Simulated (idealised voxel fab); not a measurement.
Documented hereafter: the process module known as voxel wiring stack.
The cross-section shown here is cut; it is 230 nm wide and divided into square cells measuring 5 nm on a side.
The cross-sections in this document take the form of a grid made of square cells. They are written out as bands, in order from top to bottom. Each band consists of one or more rows of cells.
This entry defines a band. It first specifies the height of the band's top and the height of its bottom in nm, and then specifies the band's materials from left to right, stating each material with its width in nm. The word "all across" identifies a single material that fills the band from edge to edge, while the word "empty" identifies empty space.
Convention: height 0 is the level below which the wafer, as received, is all one material. The lowest band does not terminate at the bottom but continues downward, represented as "0 and below".
A width given as "30->40" starts at the first number in the band's top row and ends at the second number in its bottom row, shifting by an equal amount at every step from row to row.
"nothing changed" means the step left every cell of the cross-section as it was.
"Enclosed void inventory" means: voids of 8 cells or more that are shut off from the top with no open way through. Written width x height at distance, distance from the left edge, in nm.
Read whatever lies past the settings on a step's line as the simulator's own remark about the step.
The optional step-line setting "overlay nm" applies to steps with a mask and quantifies how far to the right of its planned location the mask lay, a negative value indicating leftward placement.

Plan
1. op RECEIVE | material Si
2. op CONFORMAL_DEP | material SiO2 | thk nm 10
3. op DIRECTIONAL_DEP | material TiN | thk nm 5
4. op DIRECTIONAL_DEP | material Ru | thk nm 25
5. op MASKED_ETCH | tone cover | mask id METAL_1 | width nm 25 | pitch nm 40 | etch materials Ru | depth nm 25 | overlay nm 0
6. op MASKED_ETCH | tone cover | mask id METAL_1 | width nm 25 | pitch nm 40 | etch materials TiN | depth nm 5 | overlay nm 0
7. op CONFORMAL_DEP | material SiN | thk nm 5
8. op FILL_DEP | material lowk | thk nm 10
9. op CMP | height nm 40
10. op CONFORMAL_DEP | material SiCN | thk nm 5
11. op DIRECTIONAL_DEP | material SiO2 | thk nm 15
12. op DIRECTIONAL_DEP | material aC | thk nm 15
13. op PATTERN | tone open | mask id PLUG_1 | material resist | width nm 15 | pitch nm 80 | thk nm 35 | overlay nm 0
14. op DIRECTIONAL_ETCH | etch materials aC | depth nm 15
15. op STRIP | etch materials resist
16. op DIRECTIONAL_ETCH | etch materials SiO2 | depth nm 15
17. op DIRECTIONAL_ETCH | etch materials SiCN | depth nm 5
18. op STRIP | etch materials aC
19. op CONFORMAL_DEP | material TiN | thk nm 5
20. op FILL_DEP | material Ru | thk nm 5
21. op CMP | height nm 60
22. op DIRECTIONAL_DEP | material TiN | thk nm 5
23. op DIRECTIONAL_DEP | material Ru | thk nm 20
24. op MASKED_ETCH | tone cover | mask id METAL_2 | width nm 25 | pitch nm 40 | etch materials Ru | depth nm 20 | overlay nm 0
25. op MASKED_ETCH | tone cover | mask id METAL_2 | width nm 25 | pitch nm 40 | etch materials TiN | depth nm 5 | overlay nm 0
26. op CONFORMAL_DEP | material SiN | thk nm 5
27. op FILL_DEP | material lowk | thk nm 10
28. op CMP | height nm 85
29. op CONFORMAL_DEP | material SiCN | thk nm 5

As received (post step 1): cross-section
	0 and below: Si all across
	Enclosed void inventory: none

Looking at the first of two wafers in cross-section at end of module - ran to plan
	90 down to 85: SiCN all across
	85 down to 65: lowk: 35, then SiN: 5, then Ru: 25, then SiN: 5, then lowk: 5, then SiN: 5, then Ru: 25, then SiN: 5, then lowk: 5, then SiN: 5, then Ru: 25, then SiN: 5, then lowk: 5, then SiN: 5, then Ru: 25, then SiN: 5, then lowk: 40
	65 down to 60: SiN: 40, then TiN: 25, then SiN: 15, then TiN: 25, then SiN: 15, then TiN: 25, then SiN: 15, then TiN: 25, then SiN: 45
	60 down to 45: SiO2: 40, then TiN: 5, then Ru: 5, then TiN: 5, then SiO2: 65, then TiN: 5, then Ru: 5, then TiN: 5, then SiO2: 95
	45 down to 40: SiCN: 40, then TiN: 15, then SiCN: 65, then TiN: 15, then SiCN: 95
	40 down to 15: lowk: 35, then SiN: 5, then Ru: 25, then SiN: 5, then lowk: 5, then SiN: 5, then Ru: 25, then SiN: 5, then lowk: 5, then SiN: 5, then Ru: 25, then SiN: 5, then lowk: 5, then SiN: 5, then Ru: 25, then SiN: 5, then lowk: 40
	15 down to 10: SiN: 40, then TiN: 25, then SiN: 15, then TiN: 25, then SiN: 15, then TiN: 25, then SiN: 15, then TiN: 25, then SiN: 45
	10 down to 0: SiO2 all across
	0 and below: Si all across
	Enclosed void inventory: none

Wafer two cross-section, module end. Start and plan unchanged from wafer one; one mistake made during the run
	90 down to 85: SiCN all across
	85 down to 70: Ru: 40, then SiN: 5, then lowk: 15, then SiN: 5, then Ru: 15, then SiN: 5, then lowk: 15, then SiN: 5, then Ru: 15, then SiN: 5, then lowk: 15, then SiN: 5, then Ru: 15, then SiN: 5, then lowk: 15, then SiN: 5, then Ru: 45
	70 down to 65: Ru: 40, then SiN: 25, then Ru: 15, then SiN: 25, then Ru: 15, then SiN: 25, then Ru: 15, then SiN: 25, then Ru: 45
	65 down to 60: TiN all across
	60 down to 45: SiO2: 40, then TiN: 5, then Ru: 5, then TiN: 5, then SiO2: 65, then TiN: 5, then Ru: 5, then TiN: 5, then SiO2: 95
	45 down to 40: SiCN: 40, then TiN: 15, then SiCN: 65, then TiN: 15, then SiCN: 95
	40 down to 15: lowk: 35, then SiN: 5, then Ru: 25, then SiN: 5, then lowk: 5, then SiN: 5, then Ru: 25, then SiN: 5, then lowk: 5, then SiN: 5, then Ru: 25, then SiN: 5, then lowk: 5, then SiN: 5, then Ru: 25, then SiN: 5, then lowk: 40
	15 down to 10: SiN: 40, then TiN: 25, then SiN: 15, then TiN: 25, then SiN: 15, then TiN: 25, then SiN: 15, then TiN: 25, then SiN: 45
	10 down to 0: SiO2 all across
	0 and below: Si all across
	Enclosed void inventory: none
Finding, execution versus plan: contrary to plan, step 24 was performed as op MASKED_ETCH | tone open | mask id METAL_2 | width nm 25 | pitch nm 40 | etch materials Ru | depth nm 20 | overlay nm 0
Heads up, by the end the second wafer has more or fewer cells of some materials compared to the first: +24 Ru, -14 SiN, +26 TiN, -36 lowk
